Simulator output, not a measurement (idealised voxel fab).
Herein follows the process module entitled voxel capacitor over wiring.
For reference, the cross-section in this document is cut, with width 180 nm and square cells of 5 nm.
We lay out every cross-section as a grid of square cells and spell it out in bands from the top down, where one band means one or more rows of cells.
First you get the band's top height and its bottom height, in nm, and then the materials it's made of, left to right, with each width in nm. If you see a single material with "throughout", that one covers the band edge to edge. "blank" is empty space.
Height 0 is the level under which the wafer as received is all one material. The lowest band goes on downwards, as in "0 -> down".
Note: "30->40" means the width goes from the first number (top row of the band) to the second number (bottom row) in equal steps per row of cells.
Where the words "nothing changed" appear for a step, the cross-section shows no cell changed by that step; every cell remained as before.
Enclosed voids (no open way to top), threshold 8 cells or more, entry "Enclosed void entries", notation width x height at distance, distance from left edge, nm.
Whatever follows a step's settings on its line is a remark the simulator itself makes about that step.
overlay nm: for a step with a mask, the amount by which the mask lay right of where it was planned; a negative amount means left of it.
Process steps - plan:
1,RECEIVE [material Si]
2,CONFORMAL_DEP [material SiO2] [thk nm 15]
3,CONFORMAL_DEP [material SiN] [thk nm 5]
4,DIRECTIONAL_DEP [material lowk] [thk nm 15]
5,PATTERN [tone open] [mask id METAL_1] [material resist] [width nm 30] [pitch nm 85] [thk nm 20] [overlay nm 0]
6,DIRECTIONAL_ETCH [etch materials lowk] [depth nm 15]
7,DIRECTIONAL_ETCH [etch materials SiN] [depth nm 5]
8,STRIP [etch materials resist]
9,CONFORMAL_DEP [material TiN] [thk nm 5]
10,FILL_DEP [material Ru] [thk nm 10]
11,CMP [height nm 35]
12,CONFORMAL_DEP [material SiCN] [thk nm 5]
13,DIRECTIONAL_DEP [material lowk] [thk nm 15]
14,DIRECTIONAL_DEP [material aC] [thk nm 10]
15,PATTERN [tone open] [mask id PLUG_1] [material resist] [width nm 15] [thk nm 25] [overlay nm 0]
16,DIRECTIONAL_ETCH [etch materials aC] [depth nm 10]
17,STRIP [etch materials resist]
18,DIRECTIONAL_ETCH [etch materials lowk] [depth nm 15]
19,DIRECTIONAL_ETCH [etch materials SiCN] [depth nm 5]
20,STRIP [etch materials aC]
21,CONFORMAL_DEP [material TiN] [thk nm 5]
22,FILL_DEP [material W] [thk nm 10]
23,CMP [height nm 55]
24,DIRECTIONAL_DEP [material TiN] [thk nm 5]
25,DIRECTIONAL_DEP [material Al2O3] [thk nm 5]
26,DIRECTIONAL_DEP [material TiN] [thk nm 10]
27,PATTERN [tone cover] [mask id UPPER_PLATE] [material resist] [width nm 60] [thk nm 15] [overlay nm 0]
28,DIRECTIONAL_ETCH [etch materials TiN] [depth nm 10]
29,DIRECTIONAL_ETCH [etch materials Al2O3] [depth nm 5]
30,STRIP [etch materials resist]
31,MASKED_ETCH [tone cover] [mask id LOWER_PLATE] [width nm 70] [etch materials TiN] [depth nm 5] [overlay nm 0]
32,FILL_DEP [material SiO2] [thk nm 20]
33,CMP [height nm 90]
34,MASKED_ETCH [tone open] [mask id PLUG_2] [width nm 15] [etch materials SiO2] [depth nm 15] [overlay nm 0]
35,CONFORMAL_DEP [material TiN] [thk nm 5]
36,FILL_DEP [material W] [thk nm 10]
37,CMP [height nm 90]
38,CONFORMAL_DEP [material SiN] [thk nm 5]
Wafer at receipt (post step 1), cross-section:
  0 -> down  Si throughout
  Enclosed void entries: none
Cross-section: first of two wafers, module finished, run according to plan:
  95 -> 90  SiN throughout
  90 -> 80  SiO2 55 nm, then TiN 5 nm, then W 5 nm, then TiN 5 nm, then SiO2 110 nm
  80 -> 75  SiO2 55 nm, then TiN 15 nm, then SiO2 110 nm
  75 -> 65  SiO2 45 nm, then TiN 60 nm, then SiO2 75 nm
  65 -> 60  SiO2 45 nm, then Al2O3 60 nm, then SiO2 75 nm
  60 -> 55  SiO2 40 nm, then TiN 70 nm, then SiO2 70 nm
  55 -> 40  lowk 45 nm, then TiN 5 nm, then W 5 nm, then TiN 5 nm, then lowk 120 nm
  40 -> 35  SiCN 45 nm, then TiN 15 nm, then SiCN 120 nm
  35 -> 20  lowk 30 nm, then TiN 5 nm, then Ru 20 nm, then TiN 5 nm, then lowk 55 nm, then TiN 5 nm, then Ru 20 nm, then TiN 5 nm, then lowk 35 nm
  20 -> 15  SiN 30 nm, then TiN 30 nm, then SiN 55 nm, then TiN 30 nm, then SiN 35 nm
  15 -> 0  SiO2 throughout
  0 -> down  Si throughout
  Enclosed void entries: none
Second of two wafers, module complete, sectioned: it shares the first wafer's start and plan but was run with one mistake:
  95 -> 90  SiN throughout
  90 -> 80  SiO2 55 nm, then TiN 5 nm, then W 5 nm, then TiN 5 nm, then SiO2 110 nm
  80 -> 75  SiO2 55 nm, then TiN 15 nm, then SiO2 110 nm
  75 -> 70  SiO2 throughout
  70 -> 65  SiO2 45 nm, then TiN 60 nm, then SiO2 75 nm
  65 -> 60  SiO2 45 nm, then Al2O3 60 nm, then SiO2 75 nm
  60 -> 55  TiN 40 nm, then SiO2 5 nm, then TiN 60 nm, then SiO2 5 nm, then TiN 70 nm
  55 -> 40  lowk 45 nm, then TiN 5 nm, then W 5 nm, then TiN 5 nm, then lowk 120 nm
  40 -> 35  SiCN 45 nm, then TiN 15 nm, then SiCN 120 nm
  35 -> 20  lowk 30 nm, then TiN 5 nm, then Ru 20 nm, then TiN 5 nm, then lowk 55 nm, then TiN 5 nm, then Ru 20 nm, then TiN 5 nm, then lowk 35 nm
  20 -> 15  SiN 30 nm, then TiN 30 nm, then SiN 55 nm, then TiN 30 nm, then SiN 35 nm
  15 -> 0  SiO2 throughout
  0 -> down  Si throughout
  Enclosed void entries: none
Against the plan, the run slipped here: in deviation from the planned setting, step 31 was conducted as MASKED_ETCH [tone open] [mask id LOWER_PLATE] [width nm 70] [etch materials TiN] [depth nm 5] [overlay nm 0]
Wafer comparison, final, in cells, second relative to first, materials more or fewer: SiO2 -8; TiN +8
